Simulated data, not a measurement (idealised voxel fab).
Process module under the name voxel released beams
The cross-section shown here is cut; it is 235 nm wide and divided into square cells measuring 5 nm on a side.
We lay out every cross-section as a grid of square cells and spell it out in bands from the top down, where one band means one or more rows of cells.
Heights first: top, then bottom, in nm. Then materials, left to right, each with a width in nm. "edge to edge" on a single material: fills the band edge to edge. "air": empty space.
Basically, 0 is our baseline, since under it the wafer straight out of the box is all one material. The bottom band has no lower end and keeps on going down, so it looks like "0 nm and below".
Width "30->40": first value at the band's top row of cells, second value at its bottom row, equal change from row to row.
Basically "all unchanged" means that step didn't change any cell in the cross-section.
Voids not open to the top, 8 cells minimum: see "Listed closed voids". Written width x height at distance; distance is from the left edge; nm.
Where a step's line continues beyond its settings, the continuation is a remark by the simulator itself on that step.
"overlay nm", when on a step's line for a step with a mask, measures how far to the right of its planned place the mask lay; a negative measure means to the left.

Steps in the process plan:
step 1: RECEIVE, material Si
step 2: CONFORMAL_DEP, material Al2O3, thk nm 10
step 3: DIRECTIONAL_DEP, material SiO2, thk nm 15
step 4: MASKED_ETCH, tone open, mask id ANCHOR, width nm 30, etch materials SiO2, depth nm 15, overlay nm 0
step 5: CONFORMAL_DEP, material polySi, thk nm 10
step 6: MASKED_ETCH, tone cover, mask id BEAM, width nm 100, etch materials polySi, depth nm 10, overlay nm 0
step 7: STRIP, etch materials SiO2

What follows covers the first of two wafers; it ran as planned:

Received-state cross-section, reflecting completion of step 1:
  0 nm and below: Si edge to edge
  Listed closed voids: none

Cross-section of the wafer after step 2:
  10 nm to 0 nm: Al2O3 edge to edge
  Heights below 0 show no change.

Cross-section of the wafer after step 3:
  25 nm to 10 nm: SiO2 edge to edge
  Heights below 10 show no change.

Cross-section of the wafer after step 4:
  25 nm to 10 nm: SiO2 70 nm  air 30 nm  SiO2 135 nm
  Heights below 10 show no change.

Cross-section of the wafer after step 5:
  35 nm to 25 nm: polySi 80 nm  air 10 nm  polySi 145 nm
  25 nm to 20 nm: SiO2 70 nm  polySi 10 nm  air 10 nm  polySi 10 nm  SiO2 135 nm
  20 nm to 10 nm: SiO2 70 nm  polySi 30 nm  SiO2 135 nm
  Heights below 10 show no change.

Cross-section of the wafer after step 6:
  35 nm to 25 nm: air 65 nm  polySi 15 nm  air 10 nm  polySi 75 nm  air 70 nm
  Heights below 25 show no change.

Cross-section of the wafer after step 7:
  35 nm to 25 nm: air 65 nm  polySi 15 nm  air 10 nm  polySi 75 nm  air 70 nm
  25 nm to 20 nm: air 70 nm  polySi 10 nm  air 10 nm  polySi 10 nm  air 135 nm
  20 nm to 10 nm: air 70 nm  polySi 30 nm  air 135 nm
  Heights below 10 show no change.

Companion wafer, the second of two: same beginning, same intended sequence, one mistake in carrying it out; through step 3 inclusive it tracks the first exactly:

At the planned end of step 4, the second wafer in cross-section:
  25 nm to 10 nm: SiO2 70 nm  air 30 nm  SiO2 135 nm
  Heights below 10 show no change.

At the planned end of step 5, the second wafer in cross-section:
  35 nm to 25 nm: polySi 80 nm  air 10 nm  polySi 145 nm
  25 nm to 20 nm: SiO2 70 nm  polySi 10 nm  air 10 nm  polySi 10 nm  SiO2 135 nm
  20 nm to 10 nm: SiO2 70 nm  polySi 30 nm  SiO2 135 nm
  Heights below 10 show no change.

At the planned end of step 6, the second wafer in cross-section:
  35 nm to 25 nm: air 65 nm  polySi 15 nm  air 10 nm  polySi 75 nm  air 70 nm
  Heights below 25 show no change.

At the planned end of step 7, the second wafer in cross-section:
  35 nm to 25 nm: air 65 nm  polySi 15 nm  air 10 nm  polySi 75 nm  air 70 nm
  25 nm to 20 nm: air 70 nm  polySi 10 nm  air 10 nm  polySi 10 nm  air 135 nm
  20 nm to 10 nm: air 70 nm  polySi 30 nm  air 135 nm
  Heights below 10 show no change.
It is concluded that the wafer was processed incorrectly with respect to the plan, in that step 4, plan: ran twice
Honestly, by the end the two wafers have the same cross-section, so the mistake just doesn't show up in what this model computes.
